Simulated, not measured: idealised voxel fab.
You're looking at the process module voxel self aligned vias.
Cross-sectional view cut (width: 225 nm; square cell size: 5 nm).
In what follows, cross-sections appear as grids of square cells, described through bands that run from the top down, where every band is one or more rows of cells.
Heights first: top, then bottom, in nm. Then materials, left to right, each with a width in nm. "all across" on a single material: fills the band edge to edge. "blank": empty space.
The reference from which all heights are counted is 0, the level beneath which the as-received wafer is entirely one material; the lowest band, having no lower bound, proceeds downward and is written after the example "0 down".
The expression "30->40" gives the width at the extremes of the band, the first number at its top row of cells and the second at its bottom row, with the width changing by equal amounts from each row to the next in between.
The designation "no change", where it is given for a processing step, indicates that no cell of the cross-section was altered in the course of that step.
Reported under the label "Closed cavities" are the empty spaces having no open way to the top and comprising 8 cells or more; the notation for each is width x height at distance, in which the distance is measured from the left edge and all three values are in nm.
It should be noted that, on the line of a given step, the content following the step's settings is a remark produced by the simulator itself with respect to that step.
A step line may carry the setting "overlay nm", which, for steps involving a mask, states the distance by which the mask lay to the right of its intended position; negative values denote displacement to the left.
Planned process steps
1,RECEIVE | material Si
2,CONFORMAL_DEP | material SiO2 | thk nm 15
3,CONFORMAL_DEP | material SiCN | thk nm 5
4,DIRECTIONAL_DEP | material lowk | thk nm 25
5,DIRECTIONAL_DEP | material aC | thk nm 10
6,PATTERN | tone open | mask id LINES | material resist | width nm 20 | pitch nm 65 | thk nm 25 | overlay nm 0
7,DIRECTIONAL_ETCH | etch materials aC | depth nm 10
8,STRIP | etch materials resist
9,DIRECTIONAL_ETCH | etch materials lowk | depth nm 25
10,STRIP | etch materials aC
11,CONFORMAL_DEP | material TiN | thk nm 5
12,FILL_DEP | material Ru | thk nm 10
13,CMP | height nm 45
14,SELECTIVE_ETCH | etch materials W Ru TiN | depth nm 5
15,FILL_DEP | material SiN | thk nm 10
16,CMP | height nm 45
17,DIRECTIONAL_DEP | material lowk | thk nm 15
18,DIRECTIONAL_DEP | material aC | thk nm 15
19,PATTERN | tone open | mask id VIAS | material resist | width nm 40 | pitch nm 130 | thk nm 30 | overlay nm 0
20,DIRECTIONAL_ETCH | etch materials aC | depth nm 15
21,STRIP | etch materials resist
22,DIRECTIONAL_ETCH | etch materials lowk | depth nm 15
23,DIRECTIONAL_ETCH | etch materials SiN | depth nm 5
24,STRIP | etch materials aC
25,CONFORMAL_DEP | material TiN | thk nm 5
26,FILL_DEP | material Cu | thk nm 5
27,CMP | height nm 60
28,CONFORMAL_DEP | material SiN | thk nm 5
Below: the first of two wafers, run as planned
Received-state cross-section, reflecting completion of step 1
* 0 down | Si all across
* Closed cavities: none
After step 2, in cross-section
* 15 to 0 | SiO2 all across
* Rest of section, below 0: as before.
After step 3, in cross-section
* 20 to 15 | SiCN all across
* Rest of section, below 15: as before.
After step 4, in cross-section
* 45 to 20 | lowk all across
* Rest of section, below 20: as before.
After step 5, in cross-section
* 55 to 45 | aC all across
* Rest of section, below 45: as before.
After step 6, in cross-section
* 80 to 55 | resist=35, blank=20, resist=45, blank=20, resist=45, blank=20, resist=40
* Rest of section, below 55: as before.
After step 7, in cross-section
* 70 to 55 | resist=35, blank=20, resist=45, blank=20, resist=45, blank=20, resist=40
* 55 to 45 | aC=35, blank=20, aC=45, blank=20, aC=45, blank=20, aC=40
* Rest of section, below 45: as before.
After step 8, in cross-section
* 55 to 45 | aC=35, blank=20, aC=45, blank=20, aC=45, blank=20, aC=40
* Rest of section, below 45: as before.
After step 9, in cross-section
* 55 to 45 | aC=35, blank=20, aC=45, blank=20, aC=45, blank=20, aC=40
* 45 to 20 | lowk=35, blank=20, lowk=45, blank=20, lowk=45, blank=20, lowk=40
* Rest of section, below 20: as before.
After step 10, in cross-section
* 45 to 20 | lowk=35, blank=20, lowk=45, blank=20, lowk=45, blank=20, lowk=40
* Rest of section, below 20: as before.
After step 11, in cross-section
* 50 to 45 | TiN=40, blank=10, TiN=55, blank=10, TiN=55, blank=10, TiN=45
* 45 to 25 | lowk=35, TiN=5, blank=10, TiN=5, lowk=45, TiN=5, blank=10, TiN=5, lowk=45, TiN=5, blank=10, TiN=5, lowk=40
* 25 to 20 | lowk=35, TiN=20, lowk=45, TiN=20, lowk=45, TiN=20, lowk=40
* Rest of section, below 20: as before.
After step 12, in cross-section
* 60 to 50 | Ru all across
* 50 to 45 | TiN=40, Ru=10, TiN=55, Ru=10, TiN=55, Ru=10, TiN=45
* 45 to 25 | lowk=35, TiN=5, Ru=10, TiN=5, lowk=45, TiN=5, Ru=10, TiN=5, lowk=45, TiN=5, Ru=10, TiN=5, lowk=40
* Rest of section, below 25: as before.
After step 13, in cross-section
* 45 to 25 | lowk=35, TiN=5, Ru=10, TiN=5, lowk=45, TiN=5, Ru=10, TiN=5, lowk=45, TiN=5, Ru=10, TiN=5, lowk=40
* Rest of section, below 25: as before.
After step 14, in cross-section
* 45 to 40 | lowk=35, blank=20, lowk=45, blank=20, lowk=45, blank=20, lowk=40
* Rest of section, below 40: as before.
After step 15, in cross-section
* 55 to 45 | SiN all across
* 45 to 40 | lowk=35, SiN=20, lowk=45, SiN=20, lowk=45, SiN=20, lowk=40
* Rest of section, below 40: as before.
After step 16, in cross-section
* 45 to 40 | lowk=35, SiN=20, lowk=45, SiN=20, lowk=45, SiN=20, lowk=40
* Rest of section, below 40: as before.
After step 17, in cross-section
* 60 to 45 | lowk all across
* Rest of section, below 45: as before.
After step 18, in cross-section
* 75 to 60 | aC all across
* Rest of section, below 60: as before.
After step 19, in cross-section
* 105 to 75 | resist=25, blank=40, resist=90, blank=40, resist=30
* Rest of section, below 75: as before.
After step 20, in cross-section
* 90 to 75 | resist=25, blank=40, resist=90, blank=40, resist=30
* 75 to 60 | aC=25, blank=40, aC=90, blank=40, aC=30
* Rest of section, below 60: as before.
After step 21, in cross-section
* 75 to 60 | aC=25, blank=40, aC=90, blank=40, aC=30
* Rest of section, below 60: as before.
After step 22, in cross-section
* 75 to 60 | aC=25, blank=40, aC=90, blank=40, aC=30
* 60 to 45 | lowk=25, blank=40, lowk=90, blank=40, lowk=30
* Rest of section, below 45: as before.
After step 23, in cross-section
* 75 to 60 | aC=25, blank=40, aC=90, blank=40, aC=30
* 60 to 45 | lowk=25, blank=40, lowk=90, blank=40, lowk=30
* 45 to 40 | lowk=35, blank=20, lowk=45, SiN=20, lowk=45, blank=20, lowk=40
* Rest of section, below 40: as before.
After step 24, in cross-section
* 60 to 45 | lowk=25, blank=40, lowk=90, blank=40, lowk=30
* Rest of section, below 45: as before.
After step 25, in cross-section
* 65 to 60 | TiN=30, blank=30, TiN=100, blank=30, TiN=35
* 60 to 50 | lowk=25, TiN=5, blank=30, TiN=5, lowk=90, TiN=5, blank=30, TiN=5, lowk=30
* 50 to 45 | lowk=25, TiN=15, blank=10, TiN=15, lowk=90, TiN=15, blank=10, TiN=15, lowk=30
* 45 to 40 | lowk=35, TiN=20, lowk=45, SiN=20, lowk=45, TiN=20, lowk=40
* Rest of section, below 40: as before.
After step 26, in cross-section
* 70 to 65 | Cu all across
* 65 to 60 | TiN=30, Cu=30, TiN=100, Cu=30, TiN=35
* 60 to 50 | lowk=25, TiN=5, Cu=30, TiN=5, lowk=90, TiN=5, Cu=30, TiN=5, lowk=30
* 50 to 45 | lowk=25, TiN=15, Cu=10, TiN=15, lowk=90, TiN=15, Cu=10, TiN=15, lowk=30
* Rest of section, below 45: as before.
After step 27, in cross-section
* 60 to 50 | lowk=25, TiN=5, Cu=30, TiN=5, lowk=90, TiN=5, Cu=30, TiN=5, lowk=30
* Rest of section, below 50: as before.
After step 28, in cross-section
* 65 to 60 | SiN all across
* Rest of section, below 60: as before.
Wafer two: like wafer one in start and plan, but with one mistake in execution; identical up to and including step 5
Cross-section of the second wafer corresponding to the planned conclusion of step 6
* 80 to 55 | blank=35, resist=20, blank=45, resist=20, blank=45, resist=20, blank=40
* Rest of section, below 55: as before.
Cross-section of the second wafer corresponding to the planned conclusion of step 7
* 70 to 55 | blank=35, resist=20, blank=45, resist=20, blank=45, resist=20, blank=40
* 55 to 45 | blank=35, aC=20, blank=45, aC=20, blank=45, aC=20, blank=40
* Rest of section, below 45: as before.
Cross-section of the second wafer corresponding to the planned conclusion of step 8
* 55 to 45 | blank=35, aC=20, blank=45, aC=20, blank=45, aC=20, blank=40
* Rest of section, below 45: as before.
Cross-section of the second wafer corresponding to the planned conclusion of step 9
* 55 to 45 | blank=35, aC=20, blank=45, aC=20, blank=45, aC=20, blank=40
* 45 to 20 | blank=35, lowk=20, blank=45, lowk=20, blank=45, lowk=20, blank=40
* Rest of section, below 20: as before.
Cross-section of the second wafer corresponding to the planned conclusion of step 10
* 45 to 20 | blank=35, lowk=20, blank=45, lowk=20, blank=45, lowk=20, blank=40
* Rest of section, below 20: as before.
Cross-section of the second wafer corresponding to the planned conclusion of step 11
* 50 to 45 | blank=30, TiN=30, blank=35, TiN=30, blank=35, TiN=30, blank=35
* 45 to 25 | blank=30, TiN=5, lowk=20, TiN=5, blank=35, TiN=5, lowk=20, TiN=5, blank=35, TiN=5, lowk=20, TiN=5, blank=35
* 25 to 20 | TiN=35, lowk=20, TiN=45, lowk=20, TiN=45, lowk=20, TiN=40
* Rest of section, below 20: as before.
Cross-section of the second wafer corresponding to the planned conclusion of step 12
* 60 to 50 | Ru all across
* 50 to 45 | Ru=30, TiN=30, Ru=35, TiN=30, Ru=35, TiN=30, Ru=35
* 45 to 25 | Ru=30, TiN=5, lowk=20, TiN=5, Ru=35, TiN=5, lowk=20, TiN=5, Ru=35, TiN=5, lowk=20, TiN=5, Ru=35
* Rest of section, below 25: as before.
Cross-section of the second wafer corresponding to the planned conclusion of step 13
* 45 to 25 | Ru=30, TiN=5, lowk=20, TiN=5, Ru=35, TiN=5, lowk=20, TiN=5, Ru=35, TiN=5, lowk=20, TiN=5, Ru=35
* Rest of section, below 25: as before.
Cross-section of the second wafer corresponding to the planned conclusion of step 14
* 45 to 40 | blank=35, lowk=20, blank=45, lowk=20, blank=45, lowk=20, blank=40
* Rest of section, below 40: as before.
Cross-section of the second wafer corresponding to the planned conclusion of step 15
* 55 to 45 | SiN all across
* 45 to 40 | SiN=35, lowk=20, SiN=45, lowk=20, SiN=45, lowk=20, SiN=40
* Rest of section, below 40: as before.
Cross-section of the second wafer corresponding to the planned conclusion of step 16
* 45 to 40 | SiN=35, lowk=20, SiN=45, lowk=20, SiN=45, lowk=20, SiN=40
* Rest of section, below 40: as before.
Cross-section of the second wafer corresponding to the planned conclusion of step 17
* 60 to 45 | lowk all across
* Rest of section, below 45: as before.
Cross-section of the second wafer corresponding to the planned conclusion of step 18
* 75 to 60 | aC all across
* Rest of section, below 60: as before.
Cross-section of the second wafer corresponding to the planned conclusion of step 19
* 105 to 75 | resist=25, blank=40, resist=90, blank=40, resist=30
* Rest of section, below 75: as before.
Cross-section of the second wafer corresponding to the planned conclusion of step 20
* 90 to 75 | resist=25, blank=40, resist=90, blank=40, resist=30
* 75 to 60 | aC=25, blank=40, aC=90, blank=40, aC=30
* Rest of section, below 60: as before.
Cross-section of the second wafer corresponding to the planned conclusion of step 21
* 75 to 60 | aC=25, blank=40, aC=90, blank=40, aC=30
* Rest of section, below 60: as before.
Cross-section of the second wafer corresponding to the planned conclusion of step 22
* 75 to 60 | aC=25, blank=40, aC=90, blank=40, aC=30
* 60 to 45 | lowk=25, blank=40, lowk=90, blank=40, lowk=30
* Rest of section, below 45: as before.
Cross-section of the second wafer corresponding to the planned conclusion of step 23
* 75 to 60 | aC=25, blank=40, aC=90, blank=40, aC=30
* 60 to 45 | lowk=25, blank=40, lowk=90, blank=40, lowk=30
* 45 to 40 | SiN=25, blank=10, lowk=20, blank=10, SiN=35, lowk=20, SiN=35, blank=10, lowk=20, blank=10, SiN=30
* Rest of section, below 40: as before.
Cross-section of the second wafer corresponding to the planned conclusion of step 24
* 60 to 45 | lowk=25, blank=40, lowk=90, blank=40, lowk=30
* Rest of section, below 45: as before.
Cross-section of the second wafer corresponding to the planned conclusion of step 25
* 65 to 60 | TiN=30, blank=30, TiN=100, blank=30, TiN=35
* 60 to 50 | lowk=25, TiN=5, blank=30, TiN=5, lowk=90, TiN=5, blank=30, TiN=5, lowk=30
* 50 to 45 | lowk=25, TiN=40, lowk=90, TiN=40, lowk=30
* 45 to 40 | SiN=25, TiN=10, lowk=20, TiN=10, SiN=35, lowk=20, SiN=35, TiN=10, lowk=20, TiN=10, SiN=30
* Rest of section, below 40: as before.
Cross-section of the second wafer corresponding to the planned conclusion of step 26
* 70 to 65 | Cu all across
* 65 to 60 | TiN=30, Cu=30, TiN=100, Cu=30, TiN=35
* 60 to 50 | lowk=25, TiN=5, Cu=30, TiN=5, lowk=90, TiN=5, Cu=30, TiN=5, lowk=30
* Rest of section, below 50: as before.
Cross-section of the second wafer corresponding to the planned conclusion of step 27
* 60 to 50 | lowk=25, TiN=5, Cu=30, TiN=5, lowk=90, TiN=5, Cu=30, TiN=5, lowk=30
* Rest of section, below 50: as before.
Cross-section of the second wafer corresponding to the planned conclusion of step 28
* 65 to 60 | SiN all across
* Rest of section, below 60: as before.
It is concluded that the wafer was processed incorrectly with respect to the plan, in that step 6 went in with a setting other than planned; the actual run was PATTERN | tone cover | mask id LINES | material resist | width nm 20 | pitch nm 65 | thk nm 25 | overlay nm 0
Counted in cells at the end, the second wafer holds more or fewer of these materials than the first: -4 Cu | +63 Ru | +21 SiN | +25 TiN | -105 lowk
